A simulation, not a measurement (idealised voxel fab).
process module | voxel self aligned vias
cross-section cut | 285 nm wide | cells 5 nm
A cross-section is a grid of square cells, given in bands from the top down. A band is one or more rows of cells.
Each band's line starts with the height of the band's top and of its bottom, in nm. Then come its materials from left to right, each with its width in nm. One material with "throughout" fills the band from edge to edge. "air" is empty space.
Height 0 is the level under which the wafer as received is all one material. The lowest band goes on downwards, as in "0 down".
A width such as "30 to 40" changes by the same amount from each row of cells to the next, from the band's top row to its bottom row.
"no change" after a step means that no cell of the cross-section changed.
closed voids: empty space of 8 cells or more with no open way to the top, each as width x height at its distance from the left edge, in nm
after a step's settings: what the simulator itself notes on the step
overlay nm, on a step with a mask: how far to the right of its planned place the mask lay; to the left if negative
plan
1 op RECEIVE | material Si
2 op CONFORMAL_DEP | material SiO2 | thk nm 10
3 op CONFORMAL_DEP | material SiCN | thk nm 5
4 op DIRECTIONAL_DEP | material lowk | thk nm 30
5 op MASKED_ETCH | tone open | mask id LINES | width nm 30 | pitch nm 75 | etch materials lowk | depth nm 30 | overlay nm 0
6 op CONFORMAL_DEP | material TiN | thk nm 5
7 op FILL_DEP | material Ru | thk nm 5
8 op CMP | height nm 45
9 op SELECTIVE_ETCH | etch materials W Ru TiN | depth nm 5
10 op FILL_DEP | material SiN | thk nm 5
11 op CMP | height nm 45
12 op DIRECTIONAL_DEP | material lowk | thk nm 20
13 op MASKED_ETCH | tone open | mask id VIAS | width nm 50 | pitch nm 75 | etch materials lowk | depth nm 20 | overlay nm 0
14 op MASKED_ETCH | tone open | mask id VIAS | width nm 50 | pitch nm 75 | etch materials SiN | depth nm 5 | overlay nm 0
15 op CONFORMAL_DEP | material TiN | thk nm 5
16 op FILL_DEP | material Cu | thk nm 5
17 op CMP | height nm 65
18 op CONFORMAL_DEP | material SiCN | thk nm 5
as received, after step 1
  0 down: Si throughout
  closed voids: none
a wafer at the end: this start, this plan, one mistake
  70 to 65: SiCN throughout
  65 to 45: lowk 80 | TiN 5 | Cu 40 | TiN 5 | lowk 25 | TiN 5 | Cu 40 | TiN 5 | lowk 80
  45 to 40: SiN 80 | TiN 50 | SiN 25 | TiN 50 | SiN 80
  40 to 35: lowk 90 | SiN 30 | lowk 45 | SiN 30 | lowk 90
  35 to 20: lowk 90 | TiN 5 | Ru 20 | TiN 5 | lowk 45 | TiN 5 | Ru 20 | TiN 5 | lowk 90
  20 to 15: lowk 90 | TiN 30 | lowk 45 | TiN 30 | lowk 90
  15 to 10: SiCN throughout
  10 to 0: SiO2 throughout
  0 down: Si throughout
  closed voids: none
what went wrong: step 8 ran as: op CMP | height nm 40
